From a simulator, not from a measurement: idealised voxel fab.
Documented hereafter: the process module known as voxel capacitor over wiring.
The cross-section shown here is cut; it is 250 nm wide and divided into square cells measuring 5 nm on a side.
Cross-section layout: square cells on a grid; listed as bands, top to bottom; a band spans one or more cell rows. First you get the band's top height and its bottom height, in nm, and then the materials it's made of, left to right, with each width in nm. If you see a single material with "throughout", that one covers the band edge to edge. "air" is empty space. Counting heights begins at 0, where everything beneath is, in the wafer as received, one material. The lowest band has no bottom; it goes on downwards, as "0 -> down" shows. Note: "30 to 40" means the width goes from the first number (top row of the band) to the second number (bottom row) in equal steps per row of cells. Where a step carries "stayed the same", the cross-section came out of it unchanged, cell for cell. What "closed voids" gives you is every empty space of 8 cells or more that is cut off from the top. Each appears as width x height at distance, with the distance taken from the left edge and width, height and distance all in nm. On each step's line, the part that comes after the settings is the simulator's own comment on the step. The "overlay nm" setting may appear on a step's line; for a step that uses a mask, it gives how far to the right of its planned position the mask lay, and a negative value indicates the left.
### Process steps foreseen in the plan
1,RECEIVE, material Si
2,CONFORMAL_DEP, material SiO2, thk nm 10
3,DIRECTIONAL_DEP, material TiN, thk nm 5
4,DIRECTIONAL_DEP, material W, thk nm 15
5,DIRECTIONAL_DEP, material aC, thk nm 15
6,PATTERN, tone cover, mask id METAL_1, material resist, width nm 20, pitch nm 70, thk nm 30, overlay nm 0
7,DIRECTIONAL_ETCH, etch materials aC, depth nm 15
8,STRIP, etch materials resist
9,DIRECTIONAL_ETCH, etch materials W, depth nm 15
10,DIRECTIONAL_ETCH, etch materials TiN, depth nm 5
11,STRIP, etch materials aC
12,FILL_DEP, material lowk, thk nm 5
13,CMP, height nm 30
14,CONFORMAL_DEP, material SiCN, thk nm 5
15,DIRECTIONAL_DEP, material lowk, thk nm 10
16,DIRECTIONAL_DEP, material aC, thk nm 15
17,PATTERN, tone open, mask id PLUG_1, material resist, width nm 15, thk nm 35, overlay nm 0
18,DIRECTIONAL_ETCH, etch materials aC, depth nm 15
19,STRIP, etch materials resist
20,DIRECTIONAL_ETCH, etch materials lowk, depth nm 10
21,DIRECTIONAL_ETCH, etch materials SiCN, depth nm 5
22,STRIP, etch materials aC
23,CONFORMAL_DEP, material TiN, thk nm 5
24,FILL_DEP, material Ru, thk nm 10
25,CMP, height nm 45
26,DIRECTIONAL_DEP, material TiN, thk nm 10
27,DIRECTIONAL_DEP, material Al2O3, thk nm 5
28,DIRECTIONAL_DEP, material TiN, thk nm 5
29,PATTERN, tone cover, mask id UPPER_PLATE, material resist, width nm 55, thk nm 20, overlay nm 0
30,DIRECTIONAL_ETCH, etch materials TiN, depth nm 5
31,DIRECTIONAL_ETCH, etch materials Al2O3, depth nm 5
32,STRIP, etch materials resist
33,PATTERN, tone cover, mask id LOWER_PLATE, material resist, width nm 65, thk nm 20, overlay nm 0
34,DIRECTIONAL_ETCH, etch materials TiN, depth nm 10
35,STRIP, etch materials resist
36,FILL_DEP, material SiO2, thk nm 20
37,CMP, height nm 80
38,MASKED_ETCH, tone open, mask id PLUG_2, width nm 15, etch materials SiO2, depth nm 15, overlay nm 0
39,CONFORMAL_DEP, material TiN, thk nm 5
40,FILL_DEP, material W, thk nm 5
41,CMP, height nm 80
42,CONFORMAL_DEP, material SiCN, thk nm 5
### As-received wafer cross-section (after step 1)
> 0 -> down = Si throughout
> closed voids: none
### End-of-module cross-section. Starting structure and process plan as above; one mistake made in running it
> 85 -> 80 = SiCN throughout
> 80 -> 70 = 95 nm SiO2 | 5 nm TiN | 5 nm W | 5 nm TiN | 140 nm SiO2
> 70 -> 60 = 95 to 85 nm SiO2 | 15 to 55 nm TiN | 140 to 110 nm SiO2
> 60 -> 55 = 85 nm SiO2 | 55 nm Al2O3 | 110 nm SiO2
> 55 -> 45 = 85 nm SiO2 | 60 nm TiN | 105 nm SiO2
> 45 -> 35 = 85 nm lowk | 5 nm TiN | 5 nm Ru | 5 nm TiN | 150 nm lowk
> 35 -> 30 = 85 nm SiCN | 15 nm TiN | 150 nm SiCN
> 30 -> 15 = 80 nm lowk | 20 nm W | 50 nm lowk | 20 nm W | 80 nm lowk
> 15 -> 10 = 80 nm lowk | 20 nm TiN | 50 nm lowk | 20 nm TiN | 80 nm lowk
> 10 -> 0 = SiO2 throughout
> 0 -> down = Si throughout
> closed voids: none
The plan and the run diverged here: not per plan at step 33, really ran PATTERN, tone cover, mask id LOWER_PLATE, material resist, width nm 60, thk nm 20, overlay nm 0
